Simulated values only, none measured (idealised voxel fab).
voxel ribs on slabs: a process module
Xsec cut, 260 nm wide, square cell size 5 nm.
A cross-section in this document is a grid of square cells, and it is written down as bands, the top band listed before the ones below it; a band is made up of one or more rows of cells.
Per band: top height and bottom height in nm, followed by the left-to-right materials and their widths in nm; "all across" marks a single material spanning edge to edge, "air" marks empty space.
The level at which height equals 0 is the one under which the wafer, as it arrives, is entirely one material. No lower edge exists for the bottom band, which continues downward and is notated as in "0..down".
The width entry "30->40" should be interpreted row by row: the top row of cells in the band takes the first number, the bottom row takes the second number, and the change between adjacent rows is uniform throughout.
For the purposes of this document, the phrase "no change occurred" attached to a step denotes that no cell within the cross-section was modified by that step.
Empty spaces counting at least 8 cells and having no open way to the top are listed in "Non-vented voids". The notation width x height at distance is used for each, the distance being from the left edge and all three values in nm.
Anything after a step's settings on that line? It's the simulator's own note about the step.
overlay nm: where the mask lay relative to plan, measured to the right, on steps with a mask; negatives go left.

## Process steps (planned)
1 RECEIVE,material Si
2 DIRECTIONAL_DEP,material SiO2,thk nm 25
3 DIRECTIONAL_DEP,material polySi,thk nm 25
4 MASKED_ETCH,tone cover,mask id RIB,width nm 25,etch materials polySi,depth nm 20,overlay nm 0
5 PATTERN,tone cover,mask id SLAB,material resist,width nm 65,thk nm 20,overlay nm 0
6 DIRECTIONAL_ETCH,etch materials polySi,depth nm 5
7 STRIP,etch materials resist
8 FILL_DEP,material SiO2,thk nm 30
9 CMP,height nm 70
10 DIRECTIONAL_DEP,material TiN,thk nm 5
11 DIRECTIONAL_DEP,material aC,thk nm 15
12 PATTERN,tone cover,mask id HEATER,material resist,width nm 35,thk nm 35,overlay nm 0
13 DIRECTIONAL_ETCH,etch materials aC,depth nm 15
14 STRIP,etch materials resist
15 DIRECTIONAL_ETCH,etch materials TiN,depth nm 5
16 STRIP,etch materials aC
17 CONFORMAL_DEP,material SiO2,thk nm 10

## The first of the two wafers, which ran as planned

## This is the cross-section of the wafer as we received it, i.e. after step 1
* 0..down = Si all across
* Non-vented voids: none

## Cross-section through the wafer, step 2 finished
* 25..0 = SiO2 all across
* Under the height 0 nothing was changed.

## Cross-section through the wafer, step 3 finished
* 50..25 = polySi all across
* Under the height 25 nothing was changed.

## Cross-section through the wafer, step 4 finished
* 50..30 = air: 115 / polySi: 25 / air: 120
* Under the height 30 nothing was changed.

## Cross-section through the wafer, step 5 finished
* 70..50 = air: 95 / resist: 65 / air: 100
* 50..30 = air: 95 / resist: 20 / polySi: 25 / resist: 20 / air: 100
* Under the height 30 nothing was changed.

## Cross-section through the wafer, step 6 finished
* 70..50 = air: 95 / resist: 65 / air: 100
* 50..30 = air: 95 / resist: 20 / polySi: 25 / resist: 20 / air: 100
* 30..25 = air: 95 / polySi: 65 / air: 100
* Under the height 25 nothing was changed.

## Cross-section through the wafer, step 7 finished
* 50..30 = air: 115 / polySi: 25 / air: 120
* Under the height 30 nothing was changed.

## Cross-section through the wafer, step 8 finished
* 80..50 = SiO2 all across
* 50..30 = SiO2: 115 / polySi: 25 / SiO2: 120
* 30..25 = SiO2: 95 / polySi: 65 / SiO2: 100
* Under the height 25 nothing was changed.

## Cross-section through the wafer, step 9 finished
* 70..50 = SiO2 all across
* Under the height 50 nothing was changed.

## Cross-section through the wafer, step 10 finished
* 75..70 = TiN all across
* Under the height 70 nothing was changed.

## Cross-section through the wafer, step 11 finished
* 90..75 = aC all across
* Under the height 75 nothing was changed.

## Cross-section through the wafer, step 12 finished
* 125..90 = air: 110 / resist: 35 / air: 115
* Under the height 90 nothing was changed.

## Cross-section through the wafer, step 13 finished
* 110..90 = air: 110 / resist: 35 / air: 115
* 90..75 = air: 110 / aC: 35 / air: 115
* Under the height 75 nothing was changed.

## Cross-section through the wafer, step 14 finished
* 90..75 = air: 110 / aC: 35 / air: 115
* Under the height 75 nothing was changed.

## Cross-section through the wafer, step 15 finished
* 90..75 = air: 110 / aC: 35 / air: 115
* 75..70 = air: 110 / TiN: 35 / air: 115
* Under the height 70 nothing was changed.

## Cross-section through the wafer, step 16 finished
* 75..70 = air: 110 / TiN: 35 / air: 115
* Under the height 70 nothing was changed.

## Cross-section through the wafer, step 17 finished
* 85..80 = air: 100 / SiO2: 55 / air: 105
* 80..75 = SiO2 all across
* 75..70 = SiO2: 110 / TiN: 35 / SiO2: 115
* Under the height 70 nothing was changed.

## Second of two: same start, same plan, one run error; steps up to and including 9 match the first

## X-section, second wafer, when step 10 was due to finish
* 75..50 = SiO2 all across
* Under the height 50 nothing was changed.

## X-section, second wafer, when step 11 was due to finish
* 90..75 = aC all across
* Under the height 75 nothing was changed.

## X-section, second wafer, when step 12 was due to finish
* 125..90 = air: 110 / resist: 35 / air: 115
* Under the height 90 nothing was changed.

## X-section, second wafer, when step 13 was due to finish
* 110..90 = air: 110 / resist: 35 / air: 115
* 90..75 = air: 110 / aC: 35 / air: 115
* Under the height 75 nothing was changed.

## X-section, second wafer, when step 14 was due to finish
* 90..75 = air: 110 / aC: 35 / air: 115
* Under the height 75 nothing was changed.

X-section, second wafer, when step 15 was due to finish: no change occurred

## X-section, second wafer, when step 16 was due to finish
* 75..50 = SiO2 all across
* Under the height 50 nothing was changed.

## X-section, second wafer, when step 17 was due to finish
* 85..50 = SiO2 all across
* Under the height 50 nothing was changed.
In executing the process, a mistake was made relative to the plan: step 10 was not run as planned; what actually ran was DIRECTIONAL_DEP,material SiO2,thk nm 5
Once processing is complete, comparing cell counts shows that the second wafer has more or fewer of certain materials than the first: 48 more of SiO2 | 7 fewer of TiN
